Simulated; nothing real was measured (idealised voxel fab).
Process module, titled voxel transistor to metal
Cross-sectional view cut (width: 195 nm; square cell size: 5 nm).
A cross-section is a grid of square cells, given in bands from the top down. A band is one or more rows of cells.
The band entry comprises the height of the band's top followed by the height of its bottom, expressed in nm, and subsequently the band's materials from left to right, each stated together with its width in nm. Where a single material is marked with the word "throughout", that material fills the band from edge to edge. The word "blank" represents empty space.
Convention: height 0 is the level below which the wafer, as received, is all one material. The lowest band does not terminate at the bottom but continues downward, represented as "0 and below".
You'd read "30..40" like this: the band's top row of cells is as wide as the first number, its bottom row is as wide as the second, and going down, every row changes width by the same amount as the row before did.
Where the words "nothing was modified" appear for a step, the cross-section shows no cell changed by that step; every cell remained as before.
The label "Enclosed cavity list" introduces a list of the empty spaces, 8 cells or larger, that have no open way up to the top; each entry in it reads width x height at distance, where the distance is taken from the left edge and all three are stated in nm.
Step line, after settings: the simulator's comment on this step.
The setting "overlay nm" may be written on the line of a step. When the step uses a mask, the value reports how far to the right of the planned place the mask lay, and a negative value reports that it lay to the left.

-- Steps planned for the process
1: RECEIVE,material Si
2: OXIDIZE,depth nm 5
3: CONFORMAL_DEP,material SiN,thk nm 15
4: MASKED_ETCH,tone cover,mask id ACTIVE,width nm 105,etch materials SiN,depth nm 15,overlay nm 0
5: MASKED_ETCH,tone cover,mask id ACTIVE,width nm 105,etch materials SiO2,depth nm 5,overlay nm 0
6: MASKED_ETCH,tone cover,mask id ACTIVE,width nm 105,etch materials Si,depth nm 20,overlay nm 0
7: FILL_DEP,material SiO2,thk nm 5
8: CMP,height nm 15
9: SELECTIVE_ETCH,etch materials SiO2,depth nm 5
10: STRIP,etch materials SiN
11: SELECTIVE_ETCH,etch materials SiO2,depth nm 5
12: OXIDIZE,depth nm 5
13: DIRECTIONAL_DEP,material polySi,thk nm 25
14: DIRECTIONAL_DEP,material SiCN,thk nm 10
15: DIRECTIONAL_DEP,material aC,thk nm 15
16: PATTERN,tone cover,mask id GATE,material resist,width nm 35,thk nm 30,overlay nm 0
17: DIRECTIONAL_ETCH,etch materials aC,depth nm 15
18: STRIP,etch materials resist
19: DIRECTIONAL_ETCH,etch materials SiCN,depth nm 20
20: DIRECTIONAL_ETCH,etch materials polySi,depth nm 35
21: STRIP,etch materials aC
22: CONFORMAL_DEP,material SiN,thk nm 5
23: DIRECTIONAL_ETCH,etch materials SiN,depth nm 5
24: DIRECTIONAL_ETCH,etch materials SiO2,depth nm 5
25: DIRECTIONAL_ETCH,etch materials Si,depth nm 5
26: EPI,material pSi,thk nm 5
27: FILL_DEP,material SiO2,thk nm 5
28: CMP,height nm 20
29: STRIP,etch materials polySi
30: SELECTIVE_ETCH,etch materials SiO2,depth nm 5
31: CONFORMAL_DEP,material HfO2,thk nm 5
32: CONFORMAL_DEP,material TiN,thk nm 5
33: FILL_DEP,material W,thk nm 5
34: CMP,height nm 15
35: DIRECTIONAL_DEP,material SiO2,thk nm 10
36: PATTERN,tone open,mask id CONTACT,material resist,width nm 15,pitch nm 80,thk nm 20,overlay nm 0
37: DIRECTIONAL_ETCH,etch materials SiO2,depth nm 35
38: STRIP,etch materials resist
39: CONFORMAL_DEP,material TiN,thk nm 5
40: FILL_DEP,material Ru,thk nm 10
41: CMP,height nm 25
42: DIRECTIONAL_DEP,material TiN,thk nm 5
43: DIRECTIONAL_DEP,material Ru,thk nm 25
44: MASKED_ETCH,tone cover,mask id METAL_1,width nm 15,pitch nm 80,etch materials Ru,depth nm 25,overlay nm 0
45: MASKED_ETCH,tone cover,mask id METAL_1,width nm 15,pitch nm 80,etch materials TiN,depth nm 5,overlay nm 0
46: FILL_DEP,material SiO2,thk nm 5
47: CMP,height nm 55
48: CONFORMAL_DEP,material SiN,thk nm 5

-- Cross-section of the wafer as it came to us, i.e., already through step 1
	0 and below = Si throughout
	Enclosed cavity list: none

-- Here's the wafer cut in cross-section after the module, started and planned just like above, except one thing was done wrong in the run
	60 down to 55 = SiN throughout
	55 down to 30 = 50 nm SiO2 | 15 nm Ru | 65 nm SiO2 | 15 nm Ru | 50 nm SiO2
	30 down to 25 = 50 nm SiO2 | 15 nm TiN | 65 nm SiO2 | 15 nm TiN | 50 nm SiO2
	25 down to 15 = 50 nm SiO2 | 5 nm TiN | 5 nm Ru | 5 nm TiN | 65 nm SiO2 | 5 nm TiN | 5 nm Ru | 5 nm TiN | 50 nm SiO2
	15 down to 5 = 50 nm SiO2 | 5 nm TiN | 5 nm Ru | 5 nm TiN | 15 nm SiO2 | 5 nm SiN | 5 nm HfO2 | 5 nm TiN | 10 nm W | 5 nm TiN | 5 nm HfO2 | 5 nm SiN | 10 nm SiO2 | 5 nm TiN | 5 nm Ru | 5 nm TiN | 50 nm SiO2
	5 down to 0 = 40 nm SiO2 | 5 nm SiN | 5 nm SiO2 | 5 nm TiN | 5 nm Ru | 5 nm TiN | 15 nm SiO2 | 5 nm SiN | 5 nm HfO2 | 5 nm TiN | 10 nm W | 5 nm TiN | 5 nm HfO2 | 5 nm SiN | 10 nm SiO2 | 5 nm TiN | 5 nm Ru | 5 nm TiN | 5 nm SiO2 | 5 nm SiN | 40 nm SiO2
	0 down to -5 = 40 nm SiO2 | 5 nm SiN | 5 nm SiO2 | 5 nm TiN | 5 nm Ru | 5 nm TiN | 15 nm SiO2 | 5 nm SiN | 5 nm HfO2 | 20 nm TiN | 5 nm HfO2 | 5 nm SiN | 10 nm SiO2 | 5 nm TiN | 5 nm Ru | 5 nm TiN | 5 nm SiO2 | 5 nm SiN | 40 nm SiO2
	-5 down to -10 = 50 nm SiO2 | 15 nm TiN | 10 nm SiO2 | 5 nm pSi | 40 nm HfO2 | 5 nm pSi | 5 nm SiO2 | 15 nm TiN | 50 nm SiO2
	-10 down to -15 = 45 nm SiO2 | 35 nm pSi | 40 nm Si | 30 nm pSi | 45 nm SiO2
	-15 down to -25 = 45 nm SiO2 | 105 nm Si | 45 nm SiO2
	-25 and below = Si throughout
	Enclosed cavity list: none
what went wrong: note that step 16 departed from the planned setting and was carried out as PATTERN,tone cover,mask id GATE,material resist,width nm 30,thk nm 30,overlay nm 0
